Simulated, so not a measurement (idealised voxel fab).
process module | voxel transistor to metal
cross-section cut | 295 nm wide | cells 5 nm
A cross-section is a grid of square cells, given in bands from the top down. A band is one or more rows of cells.
Each band's line starts with the height of the band's top and of its bottom, in nm. Then come its materials from left to right, each with its width in nm. One material with "throughout" fills the band from edge to edge. "air" is empty space.
Height 0 is the level under which the wafer as received is all one material. The lowest band goes on downwards, as in "0 down".
A width such as "30 to 40" changes by the same amount from each row of cells to the next, from the band's top row to its bottom row.
"no change" after a step means that no cell of the cross-section changed.
closed voids: empty space of 8 cells or more with no open way to the top, each as width x height at its distance from the left edge, in nm
after a step's settings: what the simulator itself notes on the step
overlay nm, on a step with a mask: how far to the right of its planned place the mask lay; to the left if negative
plan
1 op RECEIVE | material Si
2 op CONFORMAL_DEP | material SiO2 | thk nm 5
3 op CONFORMAL_DEP | material SiN | thk nm 15
4 op PATTERN | tone cover | mask id ACTIVE | material resist | width nm 105 | pitch nm 135 | thk nm 15 | overlay nm 0
5 op DIRECTIONAL_ETCH | etch materials SiN | depth nm 15
6 op DIRECTIONAL_ETCH | etch materials SiO2 | depth nm 5
7 op DIRECTIONAL_ETCH | etch materials Si | depth nm 30
8 op STRIP | etch materials resist
9 op OXIDIZE | depth nm 5
10 op FILL_DEP | material SiO2 | thk nm 10
11 op CMP | height nm 20
12 op SELECTIVE_ETCH | etch materials SiO2 | depth nm 15
13 op STRIP | etch materials SiN
14 op SELECTIVE_ETCH | etch materials SiO2 | depth nm 5
15 op OXIDIZE | depth nm 5
16 op DIRECTIONAL_DEP | material polySi | thk nm 25
17 op DIRECTIONAL_DEP | material SiCN | thk nm 10
18 op MASKED_ETCH | tone cover | mask id GATE | width nm 25 | pitch nm 135 | etch materials SiCN | depth nm 20 | overlay nm 0
19 op MASKED_ETCH | tone cover | mask id GATE | width nm 15 | pitch nm 135 | etch materials polySi | depth nm 35 | overlay nm 0
20 op CONFORMAL_DEP | material SiO2 | thk nm 5
21 op DIRECTIONAL_ETCH | etch materials SiO2 | depth nm 5
22 op CONFORMAL_DEP | material SiN | thk nm 10
23 op DIRECTIONAL_ETCH | etch materials SiN | depth nm 10
24 op DIRECTIONAL_ETCH | etch materials SiO2 | depth nm 5
25 op DIRECTIONAL_ETCH | etch materials Si | depth nm 15
26 op EPI | material nSi | thk nm 15
27 op FILL_DEP | material SiO2 | thk nm 10
28 op CMP | height nm 35
29 op DIRECTIONAL_DEP | material SiO2 | thk nm 15
30 op DIRECTIONAL_DEP | material aC | thk nm 15
31 op PATTERN | tone open | mask id CONTACT | material resist | width nm 30 | thk nm 30 | overlay nm 0
32 op DIRECTIONAL_ETCH | etch materials aC | depth nm 15
33 op STRIP | etch materials resist
34 op DIRECTIONAL_ETCH | etch materials SiO2 | depth nm 55
35 op STRIP | etch materials aC
36 op CONFORMAL_DEP | material TiN | thk nm 5
37 op FILL_DEP | material W | thk nm 5
38 op CMP | height nm 50
39 op DIRECTIONAL_DEP | material TiN | thk nm 5
40 op DIRECTIONAL_DEP | material Ru | thk nm 20
41 op PATTERN | tone cover | mask id METAL_1 | material resist | width nm 20 | thk nm 20 | overlay nm 0
42 op DIRECTIONAL_ETCH | etch materials Ru | depth nm 20
43 op DIRECTIONAL_ETCH | etch materials TiN | depth nm 5
44 op STRIP | etch materials resist
45 op CONFORMAL_DEP | material SiN | thk nm 5
46 op FILL_DEP | material lowk | thk nm 5
47 op CMP | height nm 75
48 op CONFORMAL_DEP | material SiCN | thk nm 5
49 op DIRECTIONAL_DEP | material lowk | thk nm 25
50 op DIRECTIONAL_DEP | material aC | thk nm 15
51 op PATTERN | tone open | mask id METAL_2 | material resist | width nm 20 | pitch nm 135 | thk nm 35 | overlay nm 0
52 op DIRECTIONAL_ETCH | etch materials aC | depth nm 15
53 op STRIP | etch materials resist
54 op DIRECTIONAL_ETCH | etch materials lowk | depth nm 15
55 op STRIP | etch materials aC
56 op DIRECTIONAL_DEP | material aC | thk nm 10
57 op PATTERN | tone open | mask id METAL_2_HOLES | material resist | width nm 15 | pitch nm 135 | thk nm 25 | overlay nm 0
58 op DIRECTIONAL_ETCH | etch materials aC | depth nm 10
59 op STRIP | etch materials resist
60 op DIRECTIONAL_ETCH | etch materials lowk | depth nm 10
61 op DIRECTIONAL_ETCH | etch materials SiCN | depth nm 5
62 op STRIP | etch materials aC
63 op CONFORMAL_DEP | material TiN | thk nm 5
64 op FILL_DEP | material Cu | thk nm 5
65 op CMP | height nm 105
66 op CONFORMAL_DEP | material SiCN | thk nm 5
varied across the wafers: width nm of step 19. The plan shows the first wafer's value. All wafers start alike
first wafer as received, after step 1
  0 down: Si throughout
  closed voids: none
each wafer at the end: cells of each material gained (+) or lost (-) since it was received, then its closed voids
width nm 15 | +14 Cu | +64 Ru | -233 Si | +132 SiCN | +131 SiN | +449 SiO2 | +136 TiN | +72 W | +399 lowk | +84 nSi | +50 polySi | closed voids: none
width nm 20 | +14 Cu | +64 Ru | -233 Si | +132 SiCN | +131 SiN | +449 SiO2 | +136 TiN | +72 W | +399 lowk | +84 nSi | +50 polySi | closed voids: none
width nm 25 | +14 Cu | +64 Ru | -233 Si | +132 SiCN | +131 SiN | +449 SiO2 | +136 TiN | +72 W | +399 lowk | +84 nSi | +50 polySi | closed voids: none
width nm 30 | +14 Cu | +64 Ru | -227 Si | +132 SiCN | +131 SiN | +451 SiO2 | +130 TiN | +66 W | +399 lowk | +78 nSi | +60 polySi | closed voids: none
width nm 35 | +14 Cu | +64 Ru | -221 Si | +132 SiCN | +131 SiN | +453 SiO2 | +124 TiN | +60 W | +399 lowk | +72 nSi | +70 polySi | closed voids: none
width nm 40 | +14 Cu | +64 Ru | -215 Si | +132 SiCN | +131 SiN | +449 SiO2 | +124 TiN | +54 W | +399 lowk | +66 nSi | +80 polySi | closed voids: none
